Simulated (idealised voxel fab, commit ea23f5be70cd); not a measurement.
Process module name: voxel wiring stack
Cross-section cut spans 175 nm and uses square cells 5 nm in size.
A cross-section is written here as square cells arranged in a grid, and it is given in bands from the top down, each band taking up one or more rows of cells.
Heads up on the band format: heights come first, top then bottom, in nm. After that it's the materials left to right, each with its width in nm. A single material flagged "everywhere" fills the whole band edge to edge, and "air" means there's empty space there.
Counting heights begins at 0, where everything beneath is, in the wafer as received, one material. The lowest band has no bottom; it goes on downwards, as "0 and below" shows.
With a width like "30 to 40", each row of cells in the band differs from the next by the same amount, the top row carrying the first number and the bottom row the second.
"all unchanged" for a step: no cell of the cross-section changed in that step.
Voids not open to the top, 8 cells minimum: see "Closed void list". Written width x height at distance; distance is from the left edge; nm.
Whatever follows a step's settings on its line is a remark the simulator itself makes about that step.
overlay nm: for a step with a mask, the amount by which the mask lay right of where it was planned; a negative amount means left of it.

-- plan
1: op RECEIVE | material Si
2: op CONFORMAL_DEP | material SiO2 | thk nm 10
3: op CONFORMAL_DEP | material SiCN | thk nm 5
4: op DIRECTIONAL_DEP | material SiO2 | thk nm 25
5: op DIRECTIONAL_DEP | material aC | thk nm 15
6: op PATTERN | tone open | mask id METAL_1 | material resist | width nm 25 | pitch nm 40 | thk nm 30 | overlay nm 0
7: op DIRECTIONAL_ETCH | etch materials aC | depth nm 15
8: op STRIP | etch materials resist
9: op DIRECTIONAL_ETCH | etch materials SiO2 | depth nm 25
10: op DIRECTIONAL_ETCH | etch materials SiCN | depth nm 5
11: op STRIP | etch materials aC
12: op CONFORMAL_DEP | material TiN | thk nm 5
13: op FILL_DEP | material Ru | thk nm 5
14: op CMP | height nm 40
15: op EPI | material Ru | thk nm 5
16: op FILL_DEP | material SiCN | thk nm 5
17: op DIRECTIONAL_DEP | material SiO2 | thk nm 25
18: op MASKED_ETCH | tone open | mask id METAL_2 | width nm 25 | pitch nm 40 | etch materials SiO2 | depth nm 15 | overlay nm 0
19: op PATTERN | tone open | mask id METAL_2_HOLES | material resist | width nm 15 | pitch nm 40 | thk nm 15 | overlay nm 0
20: op DIRECTIONAL_ETCH | etch materials SiO2 | depth nm 10
21: op DIRECTIONAL_ETCH | etch materials SiCN | depth nm 5
22: op STRIP | etch materials resist
23: op CONFORMAL_DEP | material TiN | thk nm 5
24: op FILL_DEP | material Cu | thk nm 5
25: op CMP | height nm 75
26: op CONFORMAL_DEP | material SiCN | thk nm 5

-- Wafer as received: cross-section following step 1
    0 and below  Si everywhere
    Closed void list: none

-- Wafer at module end, in section. Began as above, planned as above, run with one mistake
    80 down to 75  SiCN everywhere
    75 down to 70  Cu everywhere
    70 down to 65  40 nm TiN; 15 nm Cu; 25 nm TiN; 15 nm Cu; 25 nm TiN; 15 nm Cu; 40 nm TiN
    65 down to 50  35 nm SiO2; 5 nm TiN; 15 nm Cu; 5 nm TiN; 15 nm SiO2; 5 nm TiN; 15 nm Cu; 5 nm TiN; 15 nm SiO2; 5 nm TiN; 15 nm Cu; 5 nm TiN; 35 nm SiO2
    50 down to 45  35 nm SiCN; 25 nm TiN; 15 nm SiCN; 25 nm TiN; 15 nm SiCN; 25 nm TiN; 35 nm SiCN
    45 down to 40  30 nm SiCN; 35 nm Ru; 5 nm SiCN; 35 nm Ru; 5 nm SiCN; 35 nm Ru; 30 nm SiCN
    40 down to 15  35 nm SiO2; 5 nm TiN; 15 nm Ru; 5 nm TiN; 15 nm SiO2; 5 nm TiN; 15 nm Ru; 5 nm TiN; 15 nm SiO2; 5 nm TiN; 15 nm Ru; 5 nm TiN; 35 nm SiO2
    15 down to 10  35 nm SiCN; 25 nm TiN; 15 nm SiCN; 25 nm TiN; 15 nm SiCN; 25 nm TiN; 35 nm SiCN
    10 down to 0  SiO2 everywhere
    0 and below  Si everywhere
    Closed void list: none
What went wrong in running the wafer? skipped: plan step 19 (never run)
